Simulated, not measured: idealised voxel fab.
You're looking at the process module voxel gate over fins.
Each square cell in cross-section cut measures 5 nm, and the section as a whole is 295 nm wide.
This document writes a cross-section as a grid whose cells are square, and gives it as bands, listed from the top down; one or more rows of cells form a band. Heads up on the band format: heights come first, top then bottom, in nm. After that it's the materials left to right, each with its width in nm. A single material flagged "edge to edge" fills the whole band edge to edge, and "empty" means there's empty space there. For the purposes of this specification, 0 denotes the height below which the wafer in its as-received condition is composed wholly of one material, and the lowermost band, lacking a lower limit, extends downward without end, as expressed in "0..down". A two-number width, for instance "30 to 40", indicates that the width is equal to the first number in the top row of the band and to the second number in the bottom row, and that it changes by a constant amount per row of cells. A step reported as "nothing got changed" is a step in which no cell of the cross-section changed. If an empty space has no open way to the top and is at least 8 cells in size, "closed voids" lists it, written width x height at distance, where distance is measured from the left edge and every value is in nm. Step line, after settings: the simulator's comment on this step. The setting "overlay nm" may be written on the line of a step. When the step uses a mask, the value reports how far to the right of the planned place the mask lay, and a negative value reports that it lay to the left.

## Steps in the process plan
1 op RECEIVE | material Si
2 op CONFORMAL_DEP | material SiN | thk nm 10
3 op MASKED_ETCH | tone cover | mask id FINS | width nm 15 | pitch nm 40 | etch materials SiN | depth nm 10 | overlay nm -15
4 op MASKED_ETCH | tone cover | mask id FINS | width nm 15 | pitch nm 40 | etch materials Si | depth nm 35 | overlay nm 0
5 op FILL_DEP | material SiO2 | thk nm 15
6 op CMP | height nm 10
7 op SELECTIVE_ETCH | etch materials SiO2 | depth nm 25
8 op STRIP | etch materials SiN
9 op CONFORMAL_DEP | material HfO2 | thk nm 5
10 op CONFORMAL_DEP | material TiN | thk nm 5
11 op CONFORMAL_DEP | material TiAl | thk nm 5
12 op CONFORMAL_DEP | material TiN | thk nm 5
13 op FILL_DEP | material W | thk nm 10
14 op CMP | height nm 25
15 op CONFORMAL_DEP | material SiCN | thk nm 5
Among the wafers covered here, the point of difference is the overlay nm at step 3; their starting state is shared, and the plan presents the value of the first wafer.

## Cross-section: the first of several wafers in its as-received state, i.e. following step 1
0..down: Si edge to edge
closed voids: none

## End of module, by wafer: material-by-material cell gain (+) or loss (-) since receipt, then closed voids
overlay nm -15; +77 HfO2; -287 Si; +59 SiCN; +164 SiO2; +65 TiAl; +130 TiN; +146 W; closed voids: none
overlay nm -10; +77 HfO2; -308 Si; +59 SiCN; +176 SiO2; +65 TiAl; +136 TiN; +149 W; closed voids: none
overlay nm -5; +77 HfO2; -329 Si; +59 SiCN; +188 SiO2; +65 TiAl; +142 TiN; +152 W; closed voids: none
overlay nm 0; +77 HfO2; -350 Si; +59 SiCN; +200 SiO2; +71 TiAl; +142 TiN; +155 W; closed voids: none
overlay nm 5; +77 HfO2; -329 Si; +59 SiCN; +188 SiO2; +65 TiAl; +142 TiN; +152 W; closed voids: none
overlay nm 10; +77 HfO2; -308 Si; +59 SiCN; +176 SiO2; +65 TiAl; +136 TiN; +149 W; closed voids: none
overlay nm 15; +77 HfO2; -287 Si; +59 SiCN; +164 SiO2; +65 TiAl; +130 TiN; +146 W; closed voids: none
